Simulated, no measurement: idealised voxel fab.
Herein follows the process module entitled voxel transistor to metal.
Shown is cross-section cut, with a width of 190 nm and square cells of size 5 nm.
Format of a cross-section: grid, square cells. Given as bands. Order: top down. Band: one or more rows of cells. It is stipulated that each band's entry specify, in nanometres, the height of the top of the band and then that of its bottom, followed by the materials of the band in left-to-right sequence, each together with its width in nanometres. A single material marked by the word "throughout" is understood to fill the band from edge to edge; the word "blank" is understood to denote empty space. For the purposes of this specification, 0 denotes the height below which the wafer in its as-received condition is composed wholly of one material, and the lowermost band, lacking a lower limit, extends downward without end, as expressed in "top 0, no bottom". Read "30->40" as a graded width: first number on top, second number at the bottom, same change between each pair of neighbouring rows. The designation "remained unchanged", where it is given for a processing step, indicates that no cell of the cross-section was altered in the course of that step. "Listed closed voids" specifies each empty space that is not open to the top and that occupies no fewer than 8 cells, using the form width x height at distance, the distance measured from the left edge and all three quantities in nm. Post-settings text on a step line: simulator's own remark regarding the step. The optional step-line setting "overlay nm" applies to steps with a mask and quantifies how far to the right of its planned location the mask lay, a negative value indicating leftward placement.

Planned process steps
step 1: op RECEIVE | material Si
step 2: op CONFORMAL_DEP | material SiO2 | thk nm 5
step 3: op CONFORMAL_DEP | material SiN | thk nm 10
step 4: op DIRECTIONAL_DEP | material aC | thk nm 10
step 5: op PATTERN | tone cover | mask id ACTIVE | material resist | width nm 85 | thk nm 30 | overlay nm 0
step 6: op DIRECTIONAL_ETCH | etch materials aC | depth nm 10
step 7: op STRIP | etch materials resist
step 8: op DIRECTIONAL_ETCH | etch materials SiN | depth nm 10
step 9: op DIRECTIONAL_ETCH | etch materials SiO2 | depth nm 5
step 10: op DIRECTIONAL_ETCH | etch materials Si | depth nm 30
step 11: op STRIP | etch materials aC
step 12: op FILL_DEP | material SiO2 | thk nm 10
step 13: op CMP | height nm 15
step 14: op SELECTIVE_ETCH | etch materials SiO2 | depth nm 5
step 15: op STRIP | etch materials SiN
step 16: op SELECTIVE_ETCH | etch materials SiO2 | depth nm 5
step 17: op OXIDIZE | depth nm 5
step 18: op DIRECTIONAL_DEP | material polySi | thk nm 25
step 19: op DIRECTIONAL_DEP | material SiCN | thk nm 15
step 20: op MASKED_ETCH | tone cover | mask id GATE | width nm 15 | etch materials SiCN | depth nm 25 | overlay nm 0
step 21: op MASKED_ETCH | tone cover | mask id GATE | width nm 15 | etch materials polySi | depth nm 35 | overlay nm 0
step 22: op CONFORMAL_DEP | material SiN | thk nm 5
step 23: op DIRECTIONAL_ETCH | etch materials SiN | depth nm 5
step 24: op DIRECTIONAL_ETCH | etch materials SiO2 | depth nm 5
step 25: op EPI | material nSi | thk nm 5
step 26: op FILL_DEP | material SiO2 | thk nm 10
step 27: op CMP | height nm 40
step 28: op DIRECTIONAL_DEP | material SiO2 | thk nm 10
step 29: op DIRECTIONAL_DEP | material aC | thk nm 10
step 30: op PATTERN | tone open | mask id CONTACT | material resist | width nm 25 | pitch nm 50 | thk nm 30 | overlay nm 0
step 31: op DIRECTIONAL_ETCH | etch materials aC | depth nm 10
step 32: op STRIP | etch materials resist
step 33: op DIRECTIONAL_ETCH | etch materials SiO2 | depth nm 50
step 34: op STRIP | etch materials aC
step 35: op CONFORMAL_DEP | material TiN | thk nm 5
step 36: op FILL_DEP | material W | thk nm 5
step 37: op CMP | height nm 40
step 38: op CONFORMAL_DEP | material SiN | thk nm 5
step 39: op DIRECTIONAL_DEP | material lowk | thk nm 25
step 40: op PATTERN | tone open | mask id METAL_1 | material resist | width nm 15 | pitch nm 60 | thk nm 20 | overlay nm 0
step 41: op DIRECTIONAL_ETCH | etch materials lowk | depth nm 25
step 42: op DIRECTIONAL_ETCH | etch materials SiN | depth nm 5
step 43: op STRIP | etch materials resist
step 44: op CONFORMAL_DEP | material TiN | thk nm 5
step 45: op FILL_DEP | material Ru | thk nm 5
step 46: op CMP | height nm 80
step 47: op CONFORMAL_DEP | material SiCN | thk nm 5
Keep in mind the plan's value for the height nm of step 37 comes from the first wafer; the wafers don't share that setting, but they do share the same starting point.

Cross-section of the first of several received wafers, showing its state after step 1
* top 0, no bottom  Si throughout
* Listed closed voids: none

Shown in cross-section: the first of several wafers at the end of the module, after its last step, step 47
* top 85, bottom 80  SiCN throughout
* top 80, bottom 75  Ru throughout
* top 75, bottom 70  60 nm TiN  5 nm Ru  55 nm TiN  5 nm Ru  65 nm TiN
* top 70, bottom 45  55 nm lowk  5 nm TiN  5 nm Ru  5 nm TiN  45 nm lowk  5 nm TiN  5 nm Ru  5 nm TiN  60 nm lowk
* top 45, bottom 40  55 nm SiN  15 nm TiN  45 nm SiN  15 nm TiN  60 nm SiN
* top 40, bottom 25  55 nm SiO2  5 nm TiN  15 nm W  5 nm TiN  5 nm SiN  15 nm SiCN  5 nm SiN  5 nm TiN  15 nm W  5 nm TiN  60 nm SiO2
* top 25, bottom 5  55 nm SiO2  5 nm TiN  15 nm W  5 nm TiN  5 nm SiN  15 nm polySi  5 nm SiN  5 nm TiN  15 nm W  5 nm TiN  60 nm SiO2
* top 5, bottom 0  45 nm SiO2  5 nm SiN  5 nm SiO2  25 nm TiN  5 nm SiN  15 nm polySi  5 nm SiN  25 nm TiN  5 nm SiO2  5 nm SiN  50 nm SiO2
* top 0, bottom -5  50 nm SiO2  30 nm nSi  25 nm SiO2  30 nm nSi  55 nm SiO2
* top -5, bottom -30  50 nm SiO2  85 nm Si  55 nm SiO2
* top -30, no bottom  Si throughout
* Listed closed voids: none

Cross-sectional view of the final wafer of several at the module's end
* top 85, bottom 80  SiCN throughout
* top 80, bottom 65  55 nm lowk  5 nm TiN  5 nm Ru  5 nm TiN  45 nm lowk  5 nm TiN  5 nm Ru  5 nm TiN  60 nm lowk
* top 65, bottom 60  55 nm SiN  15 nm TiN  45 nm SiN  15 nm TiN  60 nm SiN
* top 60, bottom 55  W throughout
* top 55, bottom 50  60 nm TiN  15 nm W  35 nm TiN  15 nm W  65 nm TiN
* top 50, bottom 40  55 nm SiO2  5 nm TiN  15 nm W  5 nm TiN  25 nm SiO2  5 nm TiN  15 nm W  5 nm TiN  60 nm SiO2
* top 40, bottom 25  55 nm SiO2  5 nm TiN  15 nm W  5 nm TiN  5 nm SiN  15 nm SiCN  5 nm SiN  5 nm TiN  15 nm W  5 nm TiN  60 nm SiO2
* top 25, bottom 5  55 nm SiO2  5 nm TiN  15 nm W  5 nm TiN  5 nm SiN  15 nm polySi  5 nm SiN  5 nm TiN  15 nm W  5 nm TiN  60 nm SiO2
* top 5, bottom 0  45 nm SiO2  5 nm SiN  5 nm SiO2  25 nm TiN  5 nm SiN  15 nm polySi  5 nm SiN  25 nm TiN  5 nm SiO2  5 nm SiN  50 nm SiO2
* top 0, bottom -5  50 nm SiO2  30 nm nSi  25 nm SiO2  30 nm nSi  55 nm SiO2
* top -5, bottom -30  50 nm SiO2  85 nm Si  55 nm SiO2
* top -30, no bottom  Si throughout
* Listed closed voids: none

Below: a row per wafer. Contents at end of module: for every material, cells gained since receipt (+) or lost since receipt (-); then closed voids
height nm 40, +50 Ru, -143 Si, +47 SiCN, +50 SiN, +313 SiO2, +100 TiN, +42 W, +160 lowk, +12 nSi, +15 polySi, Listed closed voids: none
height nm 45, +12 Ru, -143 Si, +47 SiCN, +50 SiN, +341 SiO2, +104 TiN, +48 W, +160 lowk, +12 nSi, +15 polySi, Listed closed voids: none
height nm 50, +10 Ru, -143 Si, +47 SiCN, +50 SiN, +369 SiO2, +72 TiN, +54 W, +160 lowk, +12 nSi, +15 polySi, Listed closed voids: none
height nm 55, +8 Ru, -143 Si, +47 SiCN, +50 SiN, +369 SiO2, +100 TiN, +60 W, +128 lowk, +12 nSi, +15 polySi, Listed closed voids: none
height nm 60, +6 Ru, -143 Si, +47 SiCN, +50 SiN, +369 SiO2, +96 TiN, +98 W, +96 lowk, +12 nSi, +15 polySi, Listed closed voids: none
